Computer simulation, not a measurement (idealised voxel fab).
process module | voxel ribs on slabs
cross-section cut | 300 nm wide | cells 5 nm
A cross-section is a grid of square cells, given in bands from the top down. A band is one or more rows of cells.
Each band's line starts with the height of the band's top and of its bottom, in nm. Then come its materials from left to right, each with its width in nm. One material with "throughout" fills the band from edge to edge. "air" is empty space.
Height 0 is the level under which the wafer as received is all one material. The lowest band goes on downwards, as in "0 down".
A width such as "30 to 40" changes by the same amount from each row of cells to the next, from the band's top row to its bottom row.
"no change" after a step means that no cell of the cross-section changed.
closed voids: empty space of 8 cells or more with no open way to the top, each as width x height at its distance from the left edge, in nm
after a step's settings: what the simulator itself notes on the step
overlay nm, on a step with a mask: how far to the right of its planned place the mask lay; to the left if negative
plan
1 op RECEIVE | material Si
2 op DIRECTIONAL_DEP | material SiO2 | thk nm 20
3 op DIRECTIONAL_DEP | material polySi | thk nm 20
4 op DIRECTIONAL_DEP | material aC | thk nm 15
5 op PATTERN | tone cover | mask id RIB | material resist | width nm 30 | thk nm 30 | overlay nm 0
6 op DIRECTIONAL_ETCH | etch materials aC | depth nm 15
7 op STRIP | etch materials resist
8 op DIRECTIONAL_ETCH | etch materials polySi | depth nm 10
9 op STRIP | etch materials aC
10 op PATTERN | tone cover | mask id SLAB | material resist | width nm 90 | thk nm 20 | overlay nm 0
11 op DIRECTIONAL_ETCH | etch materials polySi | depth nm 10
12 op STRIP | etch materials resist
13 op FILL_DEP | material SiO2 | thk nm 30
14 op CMP | height nm 60
15 op DIRECTIONAL_DEP | material TiN | thk nm 5
16 op DIRECTIONAL_DEP | material aC | thk nm 15
17 op PATTERN | tone cover | mask id HEATER | material resist | width nm 40 | thk nm 30 | overlay nm 0
18 op DIRECTIONAL_ETCH | etch materials aC | depth nm 15
19 op STRIP | etch materials resist
20 op DIRECTIONAL_ETCH | etch materials TiN | depth nm 5
21 op STRIP | etch materials aC
22 op CONFORMAL_DEP | material SiO2 | thk nm 5
as received, after step 1
  0 down: Si throughout
  closed voids: none
a wafer at the end: this start, this plan, one mistake
  70 to 65: air 125 | SiO2 50 | air 125
  65 to 60: SiO2 130 | TiN 40 | SiO2 130
  60 to 35: SiO2 throughout
  35 to 25: SiO2 135 | polySi 30 | SiO2 135
  25 to 15: SiO2 105 | polySi 90 | SiO2 105
  15 to 0: SiO2 throughout
  0 down: Si throughout
  closed voids: none
what went wrong: step 2 ran as: op DIRECTIONAL_DEP | material SiO2 | thk nm 15
